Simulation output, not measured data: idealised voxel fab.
The process module presented herein is designated voxel plated lines.
Xsec cut, 285 nm wide, square cell size 5 nm.
Bands, listed from the top down, are how a cross-section gets written in this document; the cross-section itself is a grid of square cells, and a band is one or more rows of them. Band: top and bottom heights (nm) first, top before bottom; then materials from left to right, widths in nm. "edge to edge" marks a sole material filling the band edge to edge. "air" denotes empty space. For the purposes of this specification, 0 denotes the height below which the wafer in its as-received condition is composed wholly of one material, and the lowermost band, lacking a lower limit, extends downward without end, as expressed in "from 0 down". The expression "30 to 40" gives the width at the extremes of the band, the first number at its top row of cells and the second at its bottom row, with the width changing by equal amounts from each row to the next in between. No cell of the cross-section changed in a step that is given as "nothing was modified". Any empty space of 8 cells or more lacking an open way to the top shows up in "Voids, sealed" as width x height at distance, distance from the left edge, in nm. It should be noted that, on the line of a given step, the content following the step's settings is a remark produced by the simulator itself with respect to that step. The line of a step may include "overlay nm". On a step with a mask, this value is how far to the right of its planned place the mask lay. A negative value means the mask lay to the left.

-- Planned process steps
1. RECEIVE,material Si
2. CONFORMAL_DEP,material SiN,thk nm 10
3. DIRECTIONAL_DEP,material TiN,thk nm 5
4. PATTERN,tone open,mask id LINES,material resist,width nm 20,pitch nm 40,thk nm 15,overlay nm 0
5. EPI,material Ru,thk nm 10
6. STRIP,etch materials resist
7. DIRECTIONAL_ETCH,etch materials TiN,depth nm 5
8. CONFORMAL_DEP,material SiN,thk nm 10

-- Step 1 complete: cross-section of the wafer as received
- from 0 down: Si edge to edge
- Voids, sealed: none

-- The first of the two wafers as seen in cross-section once the module was finished; processing followed the plan
- from 35 to 25: 100 air, 80 SiN, 105 air
- from 25 to 20: 100 air, 10 SiN, 20 Ru, 20 SiN, 20 Ru, 10 SiN, 105 air
- from 20 to 15: 110 SiN, 20 Ru, 20 SiN, 20 Ru, 115 SiN
- from 15 to 10: 110 SiN, 20 TiN, 20 SiN, 20 TiN, 115 SiN
- from 10 to 0: SiN edge to edge
- from 0 down: Si edge to edge
- Voids, sealed: none

-- Here is the second of the two wafers cut open at the end of the module - same start, same plan as the first one, but we made one mistake running it
- from 45 to 35: 95 air, 90 SiN, 100 air
- from 35 to 25: 95 air, 10 to 15 SiN, 30 to 20 Ru, 10 to 20 SiN, 30 to 20 Ru, 10 to 15 SiN, 100 air
- from 25 to 20: 95 air, 15 SiN, 20 Ru, 5 SiN, 10 air, 5 SiN, 20 Ru, 15 SiN, 100 air
- from 20 to 15: 110 SiN, 20 Ru, 20 SiN, 20 Ru, 115 SiN
- from 15 to 10: 105 SiN, 30 TiN, 10 SiN, 30 TiN, 110 SiN
- from 10 to 0: SiN edge to edge
- from 0 down: Si edge to edge
- Voids, sealed: none
What was done differently from what was planned? execution of plan step 5 occurred twice
Wrapping up, a cell-based count of both wafers puts the second over or under the first for these materials: 20 more of Ru; 16 more of SiN; 4 more of TiN
